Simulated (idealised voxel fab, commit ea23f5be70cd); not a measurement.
process module | voxel trench capacitor
cross-section cut | 275 nm wide | cells 5 nm
A cross-section is a grid of square cells, given in bands from the top down. A band is one or more rows of cells.
Each band's line starts with the height of the band's top and of its bottom, in nm. Then come its materials from left to right, each with its width in nm. One material with "throughout" fills the band from edge to edge. "air" is empty space.
Height 0 is the level under which the wafer as received is all one material. The lowest band goes on downwards, as in "0 down".
A width such as "30 to 40" changes by the same amount from each row of cells to the next, from the band's top row to its bottom row.
"no change" after a step means that no cell of the cross-section changed.
closed voids: empty space of 8 cells or more with no open way to the top, each as width x height at its distance from the left edge, in nm
after a step's settings: what the simulator itself notes on the step
overlay nm, on a step with a mask: how far to the right of its planned place the mask lay; to the left if negative
plan
1 op RECEIVE | material Si
2 op CONFORMAL_DEP | material SiN | thk nm 10
3 op PATTERN | tone open | mask id TRENCH | material resist | width nm 25 | pitch nm 40 | thk nm 15 | overlay nm 0
4 op DIRECTIONAL_ETCH | etch materials SiN | depth nm 10
5 op DIRECTIONAL_ETCH | etch materials Si | depth nm 40
6 op STRIP | etch materials resist
7 op CONFORMAL_DEP | material Al2O3 | thk nm 5
8 op CONFORMAL_DEP | material TiN | thk nm 5
9 op FILL_DEP | material W | thk nm 10
10 op CMP | height nm 10
as received, after step 1
  0 down: Si throughout
  closed voids: none
a wafer at the end: this start, this plan, one mistake
  10 to 0: SiN 90 | Al2O3 5 | TiN 5 | W 5 | TiN 5 | Al2O3 5 | SiN 15 | Al2O3 5 | TiN 5 | W 5 | TiN 5 | Al2O3 5 | SiN 15 | Al2O3 5 | TiN 5 | W 5 | TiN 5 | Al2O3 5 | SiN 80
  0 to -30: Si 90 | Al2O3 5 | TiN 5 | W 5 | TiN 5 | Al2O3 5 | Si 15 | Al2O3 5 | TiN 5 | W 5 | TiN 5 | Al2O3 5 | Si 15 | Al2O3 5 | TiN 5 | W 5 | TiN 5 | Al2O3 5 | Si 80
  -30 to -35: Si 90 | Al2O3 5 | TiN 15 | Al2O3 5 | Si 15 | Al2O3 5 | TiN 15 | Al2O3 5 | Si 15 | Al2O3 5 | TiN 15 | Al2O3 5 | Si 80
  -35 to -40: Si 90 | Al2O3 25 | Si 15 | Al2O3 25 | Si 15 | Al2O3 25 | Si 80
  -40 down: Si throughout
  closed voids: none
what went wrong: step 3 ran as: op PATTERN | tone open | mask id TRENCH | material resist | width nm 25 | pitch nm 40 | thk nm 15 | overlay nm 5
